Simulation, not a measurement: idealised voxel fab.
process module | voxel self aligned vias
cross-section cut | 185 nm wide | cells 5 nm
A cross-section is a grid of square cells, given in bands from the top down. A band is one or more rows of cells.
Each band's line starts with the height of the band's top and of its bottom, in nm. Then come its materials from left to right, each with its width in nm. One material with "throughout" fills the band from edge to edge. "air" is empty space.
Height 0 is the level under which the wafer as received is all one material. The lowest band goes on downwards, as in "0 down".
A width such as "30 to 40" changes by the same amount from each row of cells to the next, from the band's top row to its bottom row.
"no change" after a step means that no cell of the cross-section changed.
closed voids: empty space of 8 cells or more with no open way to the top, each as width x height at its distance from the left edge, in nm
after a step's settings: what the simulator itself notes on the step
overlay nm, on a step with a mask: how far to the right of its planned place the mask lay; to the left if negative
plan
1 op RECEIVE | material Si
2 op CONFORMAL_DEP | material SiO2 | thk nm 10
3 op CONFORMAL_DEP | material SiCN | thk nm 5
4 op DIRECTIONAL_DEP | material SiO2 | thk nm 25
5 op PATTERN | tone open | mask id LINES | material resist | width nm 25 | pitch nm 55 | thk nm 20 | overlay nm 0
6 op DIRECTIONAL_ETCH | etch materials SiO2 | depth nm 25
7 op STRIP | etch materials resist
8 op CONFORMAL_DEP | material TiN | thk nm 5
9 op FILL_DEP | material Ru | thk nm 5
10 op CMP | height nm 40
11 op SELECTIVE_ETCH | etch materials W Ru TiN | depth nm 5
12 op FILL_DEP | material SiN | thk nm 5
13 op CMP | height nm 40
14 op DIRECTIONAL_DEP | material SiO2 | thk nm 15
15 op DIRECTIONAL_DEP | material aC | thk nm 10
16 op PATTERN | tone open | mask id VIAS | material resist | width nm 35 | thk nm 30 | overlay nm 0
17 op DIRECTIONAL_ETCH | etch materials aC | depth nm 10
18 op STRIP | etch materials resist
19 op DIRECTIONAL_ETCH | etch materials SiO2 | depth nm 15
20 op DIRECTIONAL_ETCH | etch materials SiN | depth nm 5
21 op STRIP | etch materials aC
22 op CONFORMAL_DEP | material TiN | thk nm 5
23 op FILL_DEP | material Cu | thk nm 5
24 op CMP | height nm 55
25 op CONFORMAL_DEP | material SiN | thk nm 5
as received, after step 1
  0 down: Si throughout
  closed voids: none
a wafer at the end: this start, this plan, one mistake
  60 to 55: SiN throughout
  55 to 40: SiO2 45 | TiN 5 | Cu 25 | TiN 5 | SiO2 105
  40 to 35: SiN 45 | TiN 35 | SiN 105
  35 to 30: TiN 55 | Ru 15 | TiN 40 | Ru 15 | TiN 60
  30 to 10: SiO2 50 | TiN 5 | Ru 15 | TiN 5 | SiO2 30 | TiN 5 | Ru 15 | TiN 5 | SiO2 55
  10 to 5: SiO2 50 | TiN 25 | SiO2 30 | TiN 25 | SiO2 55
  5 to 0: SiCN throughout
  0 down: Si throughout
  closed voids: none
what went wrong: step 2 was left out
